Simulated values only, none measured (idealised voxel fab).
Title: Process Module voxel trench capacitor
Section cut is 205 nm wide and gridded with 5 nm square cells.
Just so we're on the same page, the cross-sections are grids of square cells, and they're listed out in bands top to bottom, each band one or more rows deep. The entry gives the band's vertical extent as a top height and a bottom height in nm, then its horizontal make-up as materials from left to right, each with a width in nm. "air" stands for empty space; a single material marked "full width" fills the band edge to edge. All heights in this document are referenced to 0, defined as the level beneath which the wafer, as received, consists entirely of one material. The lowest band is not bounded below; it extends indefinitely downward and is written in the form "z 0 and below". Width spec "30 to 40" -> top row of cells at first value, bottom row at second value, equal per-row change in between. The cross-section has no changed cell in any step marked "remained unchanged". Voids not open to the top, 8 cells minimum: see "Enclosed internal cavities". Written width x height at distance; distance is from the left edge; nm. Anything after a step's settings on that line? It's the simulator's own note about the step. A step's line can hold "overlay nm"; with a mask on that step, the setting says how far right of the planned place the mask lay, while a negative setting says it lay to the left.
[The following list gives the planned process steps]
1. op RECEIVE | material Si
2. op CONFORMAL_DEP | material SiN | thk nm 10
3. op DIRECTIONAL_DEP | material aC | thk nm 10
4. op PATTERN | tone open | mask id TRENCH | material resist | width nm 15 | pitch nm 45 | thk nm 25 | overlay nm 0
5. op DIRECTIONAL_ETCH | etch materials aC | depth nm 10
6. op STRIP | etch materials resist
7. op DIRECTIONAL_ETCH | etch materials SiN | depth nm 10
8. op DIRECTIONAL_ETCH | etch materials Si | depth nm 40
9. op STRIP | etch materials aC
10. op CONFORMAL_DEP | material Al2O3 | thk nm 5
11. op FILL_DEP | material polySi | thk nm 5
12. op CMP | height nm 10
[Cross-section, incoming material, after step 1]
    z 0 and below: Si full width
    Enclosed internal cavities: none
[Cross-sectional result after module completion. Note: starting condition and plan are unchanged from above; one processing mistake was made]
    z 10 to 0: SiN 50; aC 5; polySi 5; aC 5; SiN 30; aC 5; polySi 5; aC 5; SiN 30; aC 5; polySi 5; aC 5; SiN 50
    z 0 to -35: Si 50; aC 5; polySi 5; aC 5; Si 30; aC 5; polySi 5; aC 5; Si 30; aC 5; polySi 5; aC 5; Si 50
    z -35 to -40: Si 50; aC 15; Si 30; aC 15; Si 30; aC 15; Si 50
    z -40 and below: Si full width
    Enclosed internal cavities: none
Diagnosis: step 10 went in with a setting other than planned; the actual run was op CONFORMAL_DEP | material aC | thk nm 5
